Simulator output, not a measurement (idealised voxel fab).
You're looking at the process module voxel trench capacitor.
Cross-section cut spans 260 nm and uses square cells 5 nm in size.
Cross-section format: a grid of square cells, given as bands from top to bottom; each band is one or more rows of cells. Look at the band entry: it leads with the top's height and the bottom's height in nm. Then it lists the materials left to right, with a width in nm for each. The word "full width" on a single material says that material fills the band edge to edge. The word "air" is empty space. Counting heights begins at 0, where everything beneath is, in the wafer as received, one material. The lowest band has no bottom; it goes on downwards, as "from 0 down" shows. When a width is written as two numbers, as in "30 to 40", the first number is the width in the top row of cells of the band and the second is the width in its bottom row, and the width changes by the same amount from each row to the next. "same as before" means the step left every cell of the cross-section as it was. Enclosed voids (no open way to top), threshold 8 cells or more, entry "Cavities, sealed", notation width x height at distance, distance from left edge, nm. Note: text after step settings on the step line = simulator remark on that step. overlay nm, on a step with a mask: how far to the right of its planned place the mask lay; to the left if negative.
-- The process steps that were planned are listed below
| 1 | op RECEIVE | material Si |
| 2 | op CONFORMAL_DEP | material SiN | thk nm 5 |
| 3 | op DIRECTIONAL_DEP | material aC | thk nm 15 |
| 4 | op PATTERN | tone open | mask id TRENCH | material resist | width nm 15 | pitch nm 40 | thk nm 35 | overlay nm 0 |
| 5 | op DIRECTIONAL_ETCH | etch materials aC | depth nm 15 |
| 6 | op STRIP | etch materials resist |
| 7 | op DIRECTIONAL_ETCH | etch materials SiN | depth nm 5 |
| 8 | op DIRECTIONAL_ETCH | etch materials Si | depth nm 40 |
| 9 | op STRIP | etch materials aC |
| 10 | op CONFORMAL_DEP | material Al2O3 | thk nm 5 |
| 11 | op FILL_DEP | material polySi | thk nm 5 |
| 12 | op CMP | height nm 5 |
-- First wafer of two (run as planned)
-- As-received wafer cross-section (after step 1)
	from 0 down = Si full width
	Cavities, sealed: none
-- Take a look at the wafer's cross-section after step 2
	from 5 to 0 = SiN full width
	Everything under 0 stays put, no change at all.
-- Take a look at the wafer's cross-section after step 3
	from 20 to 5 = aC full width
	Everything under 5 stays put, no change at all.
-- Take a look at the wafer's cross-section after step 4
	from 55 to 20 = 80 resist / 15 air / 25 resist / 15 air / 25 resist / 15 air / 85 resist
	Everything under 20 stays put, no change at all.
-- Take a look at the wafer's cross-section after step 5
	from 40 to 20 = 80 resist / 15 air / 25 resist / 15 air / 25 resist / 15 air / 85 resist
	from 20 to 5 = 80 aC / 15 air / 25 aC / 15 air / 25 aC / 15 air / 85 aC
	Everything under 5 stays put, no change at all.
-- Take a look at the wafer's cross-section after step 6
	from 20 to 5 = 80 aC / 15 air / 25 aC / 15 air / 25 aC / 15 air / 85 aC
	Everything under 5 stays put, no change at all.
-- Take a look at the wafer's cross-section after step 7
	from 20 to 5 = 80 aC / 15 air / 25 aC / 15 air / 25 aC / 15 air / 85 aC
	from 5 to 0 = 80 SiN / 15 air / 25 SiN / 15 air / 25 SiN / 15 air / 85 SiN
	Everything under 0 stays put, no change at all.
-- Take a look at the wafer's cross-section after step 8
	from 20 to 5 = 80 aC / 15 air / 25 aC / 15 air / 25 aC / 15 air / 85 aC
	from 5 to 0 = 80 SiN / 15 air / 25 SiN / 15 air / 25 SiN / 15 air / 85 SiN
	from 0 to -40 = 80 Si / 15 air / 25 Si / 15 air / 25 Si / 15 air / 85 Si
	Everything under -40 stays put, no change at all.
-- Take a look at the wafer's cross-section after step 9
	from 5 to 0 = 80 SiN / 15 air / 25 SiN / 15 air / 25 SiN / 15 air / 85 SiN
	Everything under 0 stays put, no change at all.
-- Take a look at the wafer's cross-section after step 10
	from 10 to 5 = 85 Al2O3 / 5 air / 35 Al2O3 / 5 air / 35 Al2O3 / 5 air / 90 Al2O3
	from 5 to 0 = 80 SiN / 5 Al2O3 / 5 air / 5 Al2O3 / 25 SiN / 5 Al2O3 / 5 air / 5 Al2O3 / 25 SiN / 5 Al2O3 / 5 air / 5 Al2O3 / 85 SiN
	from 0 to -35 = 80 Si / 5 Al2O3 / 5 air / 5 Al2O3 / 25 Si / 5 Al2O3 / 5 air / 5 Al2O3 / 25 Si / 5 Al2O3 / 5 air / 5 Al2O3 / 85 Si
	from -35 to -40 = 80 Si / 15 Al2O3 / 25 Si / 15 Al2O3 / 25 Si / 15 Al2O3 / 85 Si
	Everything under -40 stays put, no change at all.
-- Take a look at the wafer's cross-section after step 11
	from 15 to 10 = polySi full width
	from 10 to 5 = 85 Al2O3 / 5 polySi / 35 Al2O3 / 5 polySi / 35 Al2O3 / 5 polySi / 90 Al2O3
	from 5 to 0 = 80 SiN / 5 Al2O3 / 5 polySi / 5 Al2O3 / 25 SiN / 5 Al2O3 / 5 polySi / 5 Al2O3 / 25 SiN / 5 Al2O3 / 5 polySi / 5 Al2O3 / 85 SiN
	from 0 to -35 = 80 Si / 5 Al2O3 / 5 polySi / 5 Al2O3 / 25 Si / 5 Al2O3 / 5 polySi / 5 Al2O3 / 25 Si / 5 Al2O3 / 5 polySi / 5 Al2O3 / 85 Si
	Everything under -35 stays put, no change at all.
-- Take a look at the wafer's cross-section after step 12
	from 5 to 0 = 80 SiN / 5 Al2O3 / 5 polySi / 5 Al2O3 / 25 SiN / 5 Al2O3 / 5 polySi / 5 Al2O3 / 25 SiN / 5 Al2O3 / 5 polySi / 5 Al2O3 / 85 SiN
	Everything under 0 stays put, no change at all.
-- Wafer two. Identical start, identical plan. One mistake in execution. Identical history through step 10
-- Second wafer, sectioned view, at step 11's planned end time
	from 15 to 10 = aC full width
	from 10 to 5 = 85 Al2O3 / 5 aC / 35 Al2O3 / 5 aC / 35 Al2O3 / 5 aC / 90 Al2O3
	from 5 to 0 = 80 SiN / 5 Al2O3 / 5 aC / 5 Al2O3 / 25 SiN / 5 Al2O3 / 5 aC / 5 Al2O3 / 25 SiN / 5 Al2O3 / 5 aC / 5 Al2O3 / 85 SiN
	from 0 to -35 = 80 Si / 5 Al2O3 / 5 aC / 5 Al2O3 / 25 Si / 5 Al2O3 / 5 aC / 5 Al2O3 / 25 Si / 5 Al2O3 / 5 aC / 5 Al2O3 / 85 Si
	Everything under -35 stays put, no change at all.
-- Second wafer, sectioned view, at step 12's planned end time
	from 5 to 0 = 80 SiN / 5 Al2O3 / 5 aC / 5 Al2O3 / 25 SiN / 5 Al2O3 / 5 aC / 5 Al2O3 / 25 SiN / 5 Al2O3 / 5 aC / 5 Al2O3 / 85 SiN
	Everything under 0 stays put, no change at all.
What was the processing mistake? contrary to plan, step 11 was performed as op FILL_DEP | material aC | thk nm 5
FYI, end of process, the second wafer has more or fewer cells of some materials than the first: 24 more of aC | 24 fewer of polySi
